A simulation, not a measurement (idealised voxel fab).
process module | voxel released beams
cross-section cut | 215 nm wide | cells 5 nm
A cross-section is a grid of square cells, given in bands from the top down. A band is one or more rows of cells.
Each band's line starts with the height of the band's top and of its bottom, in nm. Then come its materials from left to right, each with its width in nm. One material with "throughout" fills the band from edge to edge. "air" is empty space.
Height 0 is the level under which the wafer as received is all one material. The lowest band goes on downwards, as in "0 down".
A width such as "30 to 40" changes by the same amount from each row of cells to the next, from the band's top row to its bottom row.
"no change" after a step means that no cell of the cross-section changed.
closed voids: empty space of 8 cells or more with no open way to the top, each as width x height at its distance from the left edge, in nm
after a step's settings: what the simulator itself notes on the step
overlay nm, on a step with a mask: how far to the right of its planned place the mask lay; to the left if negative
plan
1 op RECEIVE | material Si
2 op CONFORMAL_DEP | material Al2O3 | thk nm 5
3 op DIRECTIONAL_DEP | material SiO2 | thk nm 15
4 op DIRECTIONAL_DEP | material aC | thk nm 15
5 op PATTERN | tone open | mask id ANCHOR | material resist | width nm 35 | thk nm 35 | overlay nm 0
6 op DIRECTIONAL_ETCH | etch materials aC | depth nm 15
7 op STRIP | etch materials resist
8 op DIRECTIONAL_ETCH | etch materials SiO2 | depth nm 15
9 op STRIP | etch materials aC
10 op CONFORMAL_DEP | material SiN | thk nm 15
11 op PATTERN | tone cover | mask id BEAM | material resist | width nm 95 | thk nm 15 | overlay nm 0
12 op DIRECTIONAL_ETCH | etch materials SiN | depth nm 15
13 op STRIP | etch materials resist
14 op STRIP | etch materials SiO2
first wafer, as planned
as received, after step 1
  0 down: Si throughout
  closed voids: none
after step 2
  5 to 0: Al2O3 throughout
  below 0: unchanged
after step 3
  20 to 5: SiO2 throughout
  below 5: unchanged
after step 4
  35 to 20: aC throughout
  below 20: unchanged
after step 5
  70 to 35: resist 60 | air 35 | resist 120
  below 35: unchanged
after step 6
  55 to 35: resist 60 | air 35 | resist 120
  35 to 20: aC 60 | air 35 | aC 120
  below 20: unchanged
after step 7
  35 to 20: aC 60 | air 35 | aC 120
  below 20: unchanged
after step 8
  35 to 20: aC 60 | air 35 | aC 120
  20 to 5: SiO2 60 | air 35 | SiO2 120
  below 5: unchanged
after step 9
  20 to 5: SiO2 60 | air 35 | SiO2 120
  below 5: unchanged
after step 10
  35 to 20: SiN 75 | air 5 | SiN 135
  20 to 5: SiO2 60 | SiN 35 | SiO2 120
  below 5: unchanged
after step 11
  50 to 35: air 55 | resist 95 | air 65
  35 to 20: SiN 75 | resist 5 | SiN 135
  below 20: unchanged
after step 12
  50 to 35: air 55 | resist 95 | air 65
  35 to 20: air 55 | SiN 20 | resist 5 | SiN 70 | air 65
  below 20: unchanged
after step 13
  35 to 20: air 55 | SiN 20 | air 5 | SiN 70 | air 65
  below 20: unchanged
after step 14
  35 to 20: air 55 | SiN 20 | air 5 | SiN 70 | air 65
  20 to 5: air 60 | SiN 35 | air 120
  below 5: unchanged
second wafer: like start, like plan, one mistake. Through step 9 it matches the first wafer
when step 10 should have ended
  35 to 20: Al2O3 75 | air 5 | Al2O3 135
  20 to 5: SiO2 60 | Al2O3 35 | SiO2 120
  below 5: unchanged
when step 11 should have ended
  50 to 35: air 55 | resist 95 | air 65
  35 to 20: Al2O3 75 | resist 5 | Al2O3 135
  below 20: unchanged
when step 12 should have ended: no change
when step 13 should have ended
  35 to 20: Al2O3 75 | air 5 | Al2O3 135
  below 20: unchanged
when step 14 should have ended: no change
what went wrong: step 10 ran as: op CONFORMAL_DEP | material Al2O3 | thk nm 15
at the end the second wafer has, in cells: 147 more of Al2O3 | 75 fewer of SiN | 108 more of SiO2
